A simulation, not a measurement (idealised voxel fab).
voxel capacitor over wiring: a process module
Each square cell in cross-section cut measures 5 nm, and the section as a whole is 205 nm wide.
For the purposes of this document, a cross-section shall be understood as a grid of square cells, specified as bands listed in top-to-bottom order, each band consisting of one or more rows of cells. Within each band entry, the heights of the top and of the bottom of the band appear first, in that order and in nm; the materials of the band then follow from left to right, each with its corresponding width in nm. The designation "edge to edge" on a single material indicates that it fills the band from edge to edge; the designation "empty" indicates empty space. Convention: height 0 is the level below which the wafer, as received, is all one material. The lowest band does not terminate at the bottom but continues downward, represented as "0 and below". A two-number width, for instance "30->40", indicates that the width is equal to the first number in the top row of the band and to the second number in the bottom row, and that it changes by a constant amount per row of cells. "same as before" means the step left every cell of the cross-section as it was. So "Trapped void list" is basically the list of trapped voids: any empty space of 8 cells or more that can't reach the top through an opening. They're written width x height at distance, the distance being from the left edge, and it's all nm. Formally, on a step line, whatever follows the settings is a remark that the simulator itself makes on the step. overlay nm: for a step with a mask, the amount by which the mask lay right of where it was planned; a negative amount means left of it.
List of planned process steps
1: RECEIVE | material Si
2: CONFORMAL_DEP | material SiO2 | thk nm 10
3: CONFORMAL_DEP | material SiCN | thk nm 5
4: DIRECTIONAL_DEP | material lowk | thk nm 15
5: PATTERN | tone open | mask id METAL_1 | material resist | width nm 25 | pitch nm 95 | thk nm 15 | overlay nm 0
6: DIRECTIONAL_ETCH | etch materials lowk | depth nm 15
7: DIRECTIONAL_ETCH | etch materials SiCN | depth nm 5
8: STRIP | etch materials resist
9: CONFORMAL_DEP | material TiN | thk nm 5
10: FILL_DEP | material Cu | thk nm 5
11: CMP | height nm 30
12: EPI | material Ru | thk nm 5
13: FILL_DEP | material SiCN | thk nm 5
14: DIRECTIONAL_DEP | material lowk | thk nm 15
15: DIRECTIONAL_DEP | material aC | thk nm 15
16: PATTERN | tone open | mask id PLUG_1 | material resist | width nm 15 | thk nm 35 | overlay nm 0
17: DIRECTIONAL_ETCH | etch materials aC | depth nm 15
18: STRIP | etch materials resist
19: DIRECTIONAL_ETCH | etch materials lowk | depth nm 15
20: DIRECTIONAL_ETCH | etch materials SiCN | depth nm 5
21: STRIP | etch materials aC
22: EPI | material Ru | thk nm 10
23: EPI | material Ru | thk nm 10
24: DIRECTIONAL_DEP | material TiN | thk nm 10
25: DIRECTIONAL_DEP | material Al2O3 | thk nm 5
26: DIRECTIONAL_DEP | material TiN | thk nm 5
27: MASKED_ETCH | tone cover | mask id UPPER_PLATE | width nm 75 | etch materials TiN | depth nm 5 | overlay nm 0
28: MASKED_ETCH | tone cover | mask id UPPER_PLATE | width nm 75 | etch materials Al2O3 | depth nm 5 | overlay nm 0
29: PATTERN | tone cover | mask id LOWER_PLATE | material resist | width nm 85 | thk nm 20 | overlay nm 0
30: DIRECTIONAL_ETCH | etch materials TiN | depth nm 10
31: STRIP | etch materials resist
32: FILL_DEP | material SiO2 | thk nm 20
33: CMP | height nm 90
34: DIRECTIONAL_DEP | material aC | thk nm 10
35: PATTERN | tone open | mask id PLUG_2 | material resist | width nm 15 | thk nm 30 | overlay nm 0
36: DIRECTIONAL_ETCH | etch materials aC | depth nm 10
37: STRIP | etch materials resist
38: DIRECTIONAL_ETCH | etch materials SiO2 | depth nm 15
39: STRIP | etch materials aC
40: CONFORMAL_DEP | material TiN | thk nm 5
41: FILL_DEP | material Ru | thk nm 5
42: CMP | height nm 90
43: CONFORMAL_DEP | material SiN | thk nm 5
Shown in cross-section is the wafer as received, that is, as it stands after step 1
	0 and below: Si edge to edge
	Trapped void list: none
As-planned run: cross-section of the first of two wafers at end of module
	95 down to 90: SiN edge to edge
	90 down to 80: SiO2: 60 / TiN: 5 / Ru: 5 / TiN: 5 / SiO2: 130
	80 down to 70: SiO2: 60->50 / TiN: 15->75 / SiO2: 130->80
	70 down to 65: SiO2: 50 / Al2O3: 75 / SiO2: 80
	65 down to 55: SiO2: 45 / TiN: 85 / SiO2: 75
	55 down to 40: lowk: 50 / Ru: 15 / lowk: 140
	40 down to 35: SiCN: 50 / Ru: 15 / SiCN: 140
	35 down to 30: SiCN: 35 / Ru: 35 / SiCN: 60 / Ru: 35 / SiCN: 40
	30 down to 15: lowk: 40 / TiN: 5 / Cu: 15 / TiN: 5 / lowk: 70 / TiN: 5 / Cu: 15 / TiN: 5 / lowk: 45
	15 down to 10: SiCN: 40 / TiN: 25 / SiCN: 70 / TiN: 25 / SiCN: 45
	10 down to 0: SiO2 edge to edge
	0 and below: Si edge to edge
	Trapped void list: none
The second wafer, shown in cross-section after the module: started the same way as the first and given the same plan, yet one mistake crept into how it was run
	95 down to 90: SiN edge to edge
	90 down to 80: SiO2: 60 / TiN: 5 / Ru: 5 / TiN: 5 / SiO2: 130
	80 down to 70: SiO2: 60->50 / TiN: 15->75 / SiO2: 130->80
	70 down to 65: SiO2: 50 / Al2O3: 75 / SiO2: 80
	65 down to 55: SiO2: 45 / TiN: 85 / SiO2: 75
	55 down to 40: lowk: 45 / Ru: 25 / lowk: 135
	40 down to 35: SiCN: 45 / Ru: 25 / SiCN: 135
	35 down to 30: SiCN: 35 / Ru: 35 / SiCN: 60 / Ru: 35 / SiCN: 40
	30 down to 15: lowk: 40 / TiN: 5 / Cu: 15 / TiN: 5 / lowk: 70 / TiN: 5 / Cu: 15 / TiN: 5 / lowk: 45
	15 down to 10: SiCN: 40 / TiN: 25 / SiCN: 70 / TiN: 25 / SiCN: 45
	10 down to 0: SiO2 edge to edge
	0 and below: Si edge to edge
	Trapped void list: none
Plan not followed: contrary to plan, step 16 was performed as PATTERN | tone open | mask id PLUG_1 | material resist | width nm 25 | thk nm 35 | overlay nm 0
Cell-count delta at end, second wafer over first, by material: +8 Ru; -2 SiCN; -6 lowk
